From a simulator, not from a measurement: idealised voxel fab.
Name of the process module below: voxel transistor to metal
FYI the section here is cut, 300 nm wide, cells are 5 nm squares.
How to read a cross-section here: the picture is a grid of square cells, written as bands going from the top down, and any band can span one or more rows of cells. Band: top and bottom heights (nm) first, top before bottom; then materials from left to right, widths in nm. "edge to edge" marks a sole material filling the band edge to edge. "air" denotes empty space. All heights in this document are referenced to 0, defined as the level beneath which the wafer, as received, consists entirely of one material. The lowest band is not bounded below; it extends indefinitely downward and is written in the form "0 and below". Per-row width for "30 to 40": begins at first number (top row of band), ends at second number (bottom row), increment between rows held constant. You'll sometimes find "stayed the same" written for a step, and that's the way of saying that nowhere in the cross-section did a cell change during that step. Reported under the label "Closed void listing" are the empty spaces having no open way to the top and comprising 8 cells or more; the notation for each is width x height at distance, in which the distance is measured from the left edge and all three values are in nm. Post-settings text on a step line: simulator's own remark regarding the step. "overlay nm" on a masked step: distance the mask lay right of its planned place, negative for left.

THE STEPS PLANNED FOR THE PROCESS ARE AS FOLLOWS
- 1: op RECEIVE | material Si
- 2: op CONFORMAL_DEP | material SiO2 | thk nm 5
- 3: op CONFORMAL_DEP | material SiN | thk nm 10
- 4: op DIRECTIONAL_DEP | material aC | thk nm 15
- 5: op PATTERN | tone cover | mask id ACTIVE | material resist | width nm 120 | pitch nm 140 | thk nm 30 | overlay nm -5
- 6: op DIRECTIONAL_ETCH | etch materials aC | depth nm 15
- 7: op STRIP | etch materials resist
- 8: op DIRECTIONAL_ETCH | etch materials SiN | depth nm 10
- 9: op DIRECTIONAL_ETCH | etch materials SiO2 | depth nm 5
- 10: op DIRECTIONAL_ETCH | etch materials Si | depth nm 20
- 11: op STRIP | etch materials aC
- 12: op OXIDIZE | depth nm 5
- 13: op FILL_DEP | material SiO2 | thk nm 10
- 14: op CMP | height nm 15
- 15: op SELECTIVE_ETCH | etch materials SiO2 | depth nm 10
- 16: op STRIP | etch materials SiN
- 17: op SELECTIVE_ETCH | etch materials SiO2 | depth nm 5
- 18: op OXIDIZE | depth nm 5
- 19: op DIRECTIONAL_DEP | material polySi | thk nm 25
- 20: op DIRECTIONAL_DEP | material SiCN | thk nm 15
- 21: op PATTERN | tone cover | mask id GATE | material resist | width nm 30 | pitch nm 140 | thk nm 15 | overlay nm 0
- 22: op DIRECTIONAL_ETCH | etch materials SiCN | depth nm 25
- 23: op DIRECTIONAL_ETCH | etch materials polySi | depth nm 35
- 24: op STRIP | etch materials resist
- 25: op CONFORMAL_DEP | material SiN | thk nm 5
- 26: op DIRECTIONAL_ETCH | etch materials SiN | depth nm 5
- 27: op DIRECTIONAL_ETCH | etch materials SiO2 | depth nm 5
- 28: op DIRECTIONAL_ETCH | etch materials Si | depth nm 5
- 29: op EPI | material nSi | thk nm 10
- 30: op FILL_DEP | material SiO2 | thk nm 10
- 31: op CMP | height nm 25
- 32: op STRIP | etch materials polySi
- 33: op SELECTIVE_ETCH | etch materials SiO2 | depth nm 5
- 34: op CONFORMAL_DEP | material HfO2 | thk nm 5
- 35: op CONFORMAL_DEP | material TiN | thk nm 5
- 36: op FILL_DEP | material W | thk nm 10
- 37: op CMP | height nm 20
- 38: op DIRECTIONAL_DEP | material SiO2 | thk nm 10
- 39: op DIRECTIONAL_DEP | material aC | thk nm 10
- 40: op PATTERN | tone open | mask id CONTACT | material resist | width nm 20 | thk nm 30 | overlay nm 0
- 41: op DIRECTIONAL_ETCH | etch materials aC | depth nm 10
- 42: op STRIP | etch materials resist
- 43: op DIRECTIONAL_ETCH | etch materials SiO2 | depth nm 30
- 44: op STRIP | etch materials aC
- 45: op CONFORMAL_DEP | material TiN | thk nm 5
- 46: op FILL_DEP | material W | thk nm 10
- 47: op CMP | height nm 30
- 48: op CONFORMAL_DEP | material SiN | thk nm 5
- 49: op DIRECTIONAL_DEP | material SiO2 | thk nm 15
- 50: op PATTERN | tone open | mask id METAL_1 | material resist | width nm 20 | thk nm 15 | overlay nm 0
- 51: op DIRECTIONAL_ETCH | etch materials SiO2 | depth nm 15
- 52: op DIRECTIONAL_ETCH | etch materials SiN | depth nm 5
- 53: op STRIP | etch materials resist
- 54: op CONFORMAL_DEP | material TiN | thk nm 5
- 55: op FILL_DEP | material Ru | thk nm 5
- 56: op CMP | height nm 50
- 57: op EPI | material Ru | thk nm 5
- 58: op FILL_DEP | material SiCN | thk nm 5
- 59: op DIRECTIONAL_DEP | material SiO2 | thk nm 30
- 60: op DIRECTIONAL_DEP | material aC | thk nm 10
- 61: op PATTERN | tone open | mask id METAL_2 | material resist | width nm 20 | pitch nm 140 | thk nm 30 | overlay nm 0
- 62: op DIRECTIONAL_ETCH | etch materials aC | depth nm 10
- 63: op STRIP | etch materials resist
- 64: op DIRECTIONAL_ETCH | etch materials SiO2 | depth nm 15
- 65: op STRIP | etch materials aC
- 66: op MASKED_ETCH | tone open | mask id METAL_2_HOLES | width nm 15 | pitch nm 140 | etch materials SiO2 | depth nm 15 | overlay nm 0
- 67: op MASKED_ETCH | tone open | mask id METAL_2_HOLES | width nm 15 | pitch nm 140 | etch materials SiCN | depth nm 5 | overlay nm 0
- 68: op CONFORMAL_DEP | material TiN | thk nm 5
- 69: op FILL_DEP | material Cu | thk nm 5
- 70: op CMP | height nm 90
- 71: op CONFORMAL_DEP | material SiN | thk nm 5
The wafers are alike at the start. At step 5, their overlay nm differs. The plan lists the first wafer's value.

THE FIRST OF SEVERAL WAFERS, AS RECEIVED AFTER STEP 1, SEEN IN SECTION
* 0 and below = Si edge to edge
* Closed void listing: none

FIRST WAFER AT THE END, AFTER STEP 71
* 95 down to 90 = SiN edge to edge
* 90 down to 80 = 30 of SiO2, then 5 of TiN, then 10 of Cu, then 5 of TiN, then 120 of SiO2, then 5 of TiN, then 10 of Cu, then 5 of TiN, then 110 of SiO2
* 80 down to 75 = 30 of SiO2, then 5 of TiN, then 5 of Cu, then 10 of TiN, then 120 of SiO2, then 5 of TiN, then 5 of Cu, then 10 of TiN, then 110 of SiO2
* 75 down to 60 = 30 of SiO2, then 5 of TiN, then 5 of Cu, then 5 of TiN, then 125 of SiO2, then 5 of TiN, then 5 of Cu, then 5 of TiN, then 115 of SiO2
* 60 down to 55 = 30 of SiCN, then 15 of TiN, then 125 of SiCN, then 15 of TiN, then 115 of SiCN
* 55 down to 50 = 25 of SiCN, then 30 of Ru, then 50 of SiCN, then 30 of Ru, then 30 of SiCN, then 30 of Ru, then 50 of SiCN, then 30 of Ru, then 25 of SiCN
* 50 down to 35 = 30 of SiO2, then 5 of TiN, then 10 of Ru, then 5 of TiN, then 60 of SiO2, then 5 of TiN, then 10 of Ru, then 5 of TiN, then 40 of SiO2, then 5 of TiN, then 10 of Ru, then 5 of TiN, then 60 of SiO2, then 5 of TiN, then 10 of Ru, then 5 of TiN, then 30 of SiO2
* 35 down to 30 = 30 of SiN, then 20 of TiN, then 60 of SiN, then 20 of TiN, then 40 of SiN, then 20 of TiN, then 60 of SiN, then 20 of TiN, then 30 of SiN
* 30 down to 20 = 30 of SiO2, then 5 of TiN, then 10 of W, then 5 of TiN, then 60 of SiO2, then 5 of TiN, then 10 of W, then 5 of TiN, then 40 of SiO2, then 5 of TiN, then 10 of W, then 5 of TiN, then 60 of SiO2, then 5 of TiN, then 10 of W, then 5 of TiN, then 30 of SiO2
* 20 down to 5 = 30 of SiO2, then 5 of TiN, then 10 of W, then 5 of TiN, then 10 of SiO2, then 5 of SiN, then 5 of HfO2, then 5 of TiN, then 10 of W, then 5 of TiN, then 5 of HfO2, then 5 of SiN, then 10 of SiO2, then 5 of TiN, then 10 of W, then 5 of TiN, then 40 of SiO2, then 5 of TiN, then 10 of W, then 5 of TiN, then 10 of SiO2, then 5 of SiN, then 5 of HfO2, then 5 of TiN, then 10 of W, then 5 of TiN, then 5 of HfO2, then 5 of SiN, then 10 of SiO2, then 5 of TiN, then 10 of W, then 5 of TiN, then 30 of SiO2
* 5 down to 0 = 30 of SiO2, then 20 of TiN, then 10 of nSi, then 5 of SiN, then 5 of HfO2, then 20 of TiN, then 5 of HfO2, then 5 of SiN, then 10 of nSi, then 20 of TiN, then 40 of SiO2, then 20 of TiN, then 10 of nSi, then 5 of SiN, then 5 of HfO2, then 20 of TiN, then 5 of HfO2, then 5 of SiN, then 10 of nSi, then 20 of TiN, then 30 of SiO2
* 0 down to -5 = 15 of SiO2, then 45 of nSi, then 40 of HfO2, then 35 of nSi, then 20 of SiO2, then 45 of nSi, then 40 of HfO2, then 35 of nSi, then 25 of SiO2
* -5 down to -10 = 20 of SiO2, then 40 of nSi, then 40 of Si, then 30 of nSi, then 30 of SiO2, then 40 of nSi, then 40 of Si, then 30 of nSi, then 30 of SiO2
* -10 down to -25 = 20 of SiO2, then 110 of Si, then 30 of SiO2, then 110 of Si, then 30 of SiO2
* -25 and below = Si edge to edge
* Closed void listing: none

CROSS-SECTIONAL VIEW OF THE FINAL WAFER OF SEVERAL AT THE MODULE'S END
* 95 down to 90 = SiN edge to edge
* 90 down to 80 = 30 of SiO2, then 5 of TiN, then 10 of Cu, then 5 of TiN, then 120 of SiO2, then 5 of TiN, then 10 of Cu, then 5 of TiN, then 110 of SiO2
* 80 down to 75 = 30 of SiO2, then 5 of TiN, then 5 of Cu, then 10 of TiN, then 120 of SiO2, then 5 of TiN, then 5 of Cu, then 10 of TiN, then 110 of SiO2
* 75 down to 60 = 30 of SiO2, then 5 of TiN, then 5 of Cu, then 5 of TiN, then 125 of SiO2, then 5 of TiN, then 5 of Cu, then 5 of TiN, then 115 of SiO2
* 60 down to 55 = 30 of SiCN, then 15 of TiN, then 125 of SiCN, then 15 of TiN, then 115 of SiCN
* 55 down to 50 = 25 of SiCN, then 30 of Ru, then 50 of SiCN, then 30 of Ru, then 30 of SiCN, then 30 of Ru, then 50 of SiCN, then 30 of Ru, then 25 of SiCN
* 50 down to 35 = 30 of SiO2, then 5 of TiN, then 10 of Ru, then 5 of TiN, then 60 of SiO2, then 5 of TiN, then 10 of Ru, then 5 of TiN, then 40 of SiO2, then 5 of TiN, then 10 of Ru, then 5 of TiN, then 60 of SiO2, then 5 of TiN, then 10 of Ru, then 5 of TiN, then 30 of SiO2
* 35 down to 30 = 30 of SiN, then 20 of TiN, then 60 of SiN, then 20 of TiN, then 40 of SiN, then 20 of TiN, then 60 of SiN, then 20 of TiN, then 30 of SiN
* 30 down to 20 = 30 of SiO2, then 5 of TiN, then 10 of W, then 5 of TiN, then 60 of SiO2, then 5 of TiN, then 10 of W, then 5 of TiN, then 40 of SiO2, then 5 of TiN, then 10 of W, then 5 of TiN, then 60 of SiO2, then 5 of TiN, then 10 of W, then 5 of TiN, then 30 of SiO2
* 20 down to 5 = 30 of SiO2, then 5 of TiN, then 10 of W, then 5 of TiN, then 10 of SiO2, then 5 of SiN, then 5 of HfO2, then 5 of TiN, then 10 of W, then 5 of TiN, then 5 of HfO2, then 5 of SiN, then 10 of SiO2, then 5 of TiN, then 10 of W, then 5 of TiN, then 40 of SiO2, then 5 of TiN, then 10 of W, then 5 of TiN, then 10 of SiO2, then 5 of SiN, then 5 of HfO2, then 5 of TiN, then 10 of W, then 5 of TiN, then 5 of HfO2, then 5 of SiN, then 10 of SiO2, then 5 of TiN, then 10 of W, then 5 of TiN, then 30 of SiO2
* 5 down to 0 = 30 of SiO2, then 20 of TiN, then 10 of nSi, then 5 of SiN, then 5 of HfO2, then 20 of TiN, then 5 of HfO2, then 5 of SiN, then 10 of nSi, then 20 of TiN, then 40 of SiO2, then 20 of TiN, then 10 of nSi, then 5 of SiN, then 5 of HfO2, then 20 of TiN, then 5 of HfO2, then 5 of SiN, then 10 of nSi, then 20 of TiN, then 30 of SiO2
* 0 down to -5 = 25 of SiO2, then 35 of nSi, then 40 of HfO2, then 45 of nSi, then 20 of SiO2, then 35 of nSi, then 40 of HfO2, then 45 of nSi, then 15 of SiO2
* -5 down to -10 = 30 of SiO2, then 30 of nSi, then 40 of Si, then 40 of nSi, then 30 of SiO2, then 30 of nSi, then 40 of Si, then 40 of nSi, then 20 of SiO2
* -10 down to -25 = 30 of SiO2, then 110 of Si, then 30 of SiO2, then 110 of Si, then 20 of SiO2
* -25 and below = Si edge to edge
* Closed void listing: none

HERE IS HOW TO READ THE ROWS: EVERY WAFER HAS A ROW, AND IT SHOWS THE WAFER AT THE END OF THE MODULE, GIVING FOR EACH MATERIAL HOW MANY CELLS WERE GAINED (+) OR LOST (-) SINCE THE WAFER WAS RECEIVED, THEN LISTING ITS CLOSED VOIDS
overlay nm -5, +16 Cu, +32 HfO2, +48 Ru, -152 Si, +90 SiCN, +120 SiN, +718 SiO2, +148 TiN, +52 W, +68 nSi, Closed void listing: none
overlay nm 0, +16 Cu, +32 HfO2, +48 Ru, -152 Si, +90 SiCN, +120 SiN, +718 SiO2, +148 TiN, +52 W, +68 nSi, Closed void listing: none
overlay nm 5, +16 Cu, +32 HfO2, +48 Ru, -152 Si, +90 SiCN, +120 SiN, +718 SiO2, +148 TiN, +52 W, +68 nSi, Closed void listing: none
